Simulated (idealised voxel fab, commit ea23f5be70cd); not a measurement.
Proc. module: voxel tone inversion
Shown is cross-section cut, with a width of 190 nm and square cells of size 5 nm.
Heads up, the way a cross-section reads in here is a grid of square cells, handed over as bands from the top down, with every band being one or more rows of cells.
Heights first: top, then bottom, in nm. Then materials, left to right, each with a width in nm. "throughout" on a single material: fills the band edge to edge. "empty": empty space.
Counting heights begins at 0, where everything beneath is, in the wafer as received, one material. The lowest band has no bottom; it goes on downwards, as "0 -> down" shows.
A width given as "30..40" starts at the first number in the band's top row and ends at the second number in its bottom row, shifting by an equal amount at every step from row to row.
No cell of the cross-section changed in a step that is given as "everything unchanged".
Heads up: "Sealed internal voids" only lists the empty pockets with no open path to the top that are 8 cells or more, and it writes them as width x height at distance, distance from the left edge, in nm.
Text after the settings on a step's line: the simulator's own remark on that step.
overlay nm, on a step with a mask: how far to the right of its planned place the mask lay; to the left if negative
# Planned process steps
- 1: RECEIVE: material Si
- 2: CONFORMAL_DEP: material SiN, thk nm 10
- 3: DIRECTIONAL_DEP: material polySi, thk nm 25
- 4: PATTERN: tone cover, mask id POSTS, material resist, width nm 15, pitch nm 30, thk nm 30, overlay nm 0
- 5: DIRECTIONAL_ETCH: etch materials polySi, depth nm 25
- 6: STRIP: etch materials resist
- 7: FILL_DEP: material SiO2, thk nm 10
- 8: CMP: height nm 35
- 9: STRIP: etch materials polySi
- 10: CONFORMAL_DEP: material TiN, thk nm 5
- 11: FILL_DEP: material W, thk nm 5
- 12: CMP: height nm 35
- 13: CONFORMAL_DEP: material SiN, thk nm 5
# First wafer of two (run as planned)
# As received (post step 1): cross-section
  0 -> down  Si throughout
  Sealed internal voids: none
# after step 2
  10 -> 0  SiN throughout
  Unchanged below 0.
# after step 3
  35 -> 10  polySi throughout
  Unchanged below 10.
# after step 4
  65 -> 35  empty: 55  resist: 15  empty: 15  resist: 15  empty: 15  resist: 15  empty: 60
  Unchanged below 35.
# after step 5
  65 -> 35  empty: 55  resist: 15  empty: 15  resist: 15  empty: 15  resist: 15  empty: 60
  35 -> 10  empty: 55  polySi: 15  empty: 15  polySi: 15  empty: 15  polySi: 15  empty: 60
  Unchanged below 10.
# after step 6
  35 -> 10  empty: 55  polySi: 15  empty: 15  polySi: 15  empty: 15  polySi: 15  empty: 60
  Unchanged below 10.
# after step 7
  45 -> 35  SiO2 throughout
  35 -> 10  SiO2: 55  polySi: 15  SiO2: 15  polySi: 15  SiO2: 15  polySi: 15  SiO2: 60
  Unchanged below 10.
# after step 8
  35 -> 10  SiO2: 55  polySi: 15  SiO2: 15  polySi: 15  SiO2: 15  polySi: 15  SiO2: 60
  Unchanged below 10.
# after step 9
  35 -> 10  SiO2: 55  empty: 15  SiO2: 15  empty: 15  SiO2: 15  empty: 15  SiO2: 60
  Unchanged below 10.
# after step 10
  40 -> 35  TiN: 60  empty: 5  TiN: 25  empty: 5  TiN: 25  empty: 5  TiN: 65
  35 -> 15  SiO2: 55  TiN: 5  empty: 5  TiN: 5  SiO2: 15  TiN: 5  empty: 5  TiN: 5  SiO2: 15  TiN: 5  empty: 5  TiN: 5  SiO2: 60
  15 -> 10  SiO2: 55  TiN: 15  SiO2: 15  TiN: 15  SiO2: 15  TiN: 15  SiO2: 60
  Unchanged below 10.
# after step 11
  45 -> 40  W throughout
  40 -> 35  TiN: 60  W: 5  TiN: 25  W: 5  TiN: 25  W: 5  TiN: 65
  35 -> 15  SiO2: 55  TiN: 5  W: 5  TiN: 5  SiO2: 15  TiN: 5  W: 5  TiN: 5  SiO2: 15  TiN: 5  W: 5  TiN: 5  SiO2: 60
  Unchanged below 15.
# after step 12
  35 -> 15  SiO2: 55  TiN: 5  W: 5  TiN: 5  SiO2: 15  TiN: 5  W: 5  TiN: 5  SiO2: 15  TiN: 5  W: 5  TiN: 5  SiO2: 60
  Unchanged below 15.
# after step 13
  40 -> 35  SiN throughout
  Unchanged below 35.
# Second wafer: same start and same plan as the first, one execution error; identical to the first through step 2
# Cross-sectional representation of the second wafer at the time designated in the plan for the completion of step 3
  25 -> 10  polySi throughout
  Unchanged below 10.
# Cross-sectional representation of the second wafer at the time designated in the plan for the completion of step 4
  55 -> 25  empty: 55  resist: 15  empty: 15  resist: 15  empty: 15  resist: 15  empty: 60
  Unchanged below 25.
# Cross-sectional representation of the second wafer at the time designated in the plan for the completion of step 5
  55 -> 25  empty: 55  resist: 15  empty: 15  resist: 15  empty: 15  resist: 15  empty: 60
  25 -> 10  empty: 55  polySi: 15  empty: 15  polySi: 15  empty: 15  polySi: 15  empty: 60
  Unchanged below 10.
# Cross-sectional representation of the second wafer at the time designated in the plan for the completion of step 6
  25 -> 10  empty: 55  polySi: 15  empty: 15  polySi: 15  empty: 15  polySi: 15  empty: 60
  Unchanged below 10.
# Cross-sectional representation of the second wafer at the time designated in the plan for the completion of step 7
  35 -> 25  SiO2 throughout
  25 -> 10  SiO2: 55  polySi: 15  SiO2: 15  polySi: 15  SiO2: 15  polySi: 15  SiO2: 60
  Unchanged below 10.
Cross-sectional representation of the second wafer at the time designated in the plan for the completion of step 8: everything unchanged
Cross-sectional representation of the second wafer at the time designated in the plan for the completion of step 9: everything unchanged
# Cross-sectional representation of the second wafer at the time designated in the plan for the completion of step 10
  40 -> 35  TiN throughout
  Unchanged below 35.
# Cross-sectional representation of the second wafer at the time designated in the plan for the completion of step 11
  45 -> 40  W throughout
  Unchanged below 40.
# Cross-sectional representation of the second wafer at the time designated in the plan for the completion of step 12
  35 -> 25  SiO2 throughout
  Unchanged below 25.
# Cross-sectional representation of the second wafer at the time designated in the plan for the completion of step 13
  40 -> 35  SiN throughout
  Unchanged below 35.
It is concluded that the wafer was processed incorrectly with respect to the plan, in that planned and actual differ for step 3; actual: DIRECTIONAL_DEP: material polySi, thk nm 15
Bottom line after processing is that, in cells, the second wafer is up or down on some materials versus the first: +18 SiO2 | -33 TiN | -12 W | +27 polySi
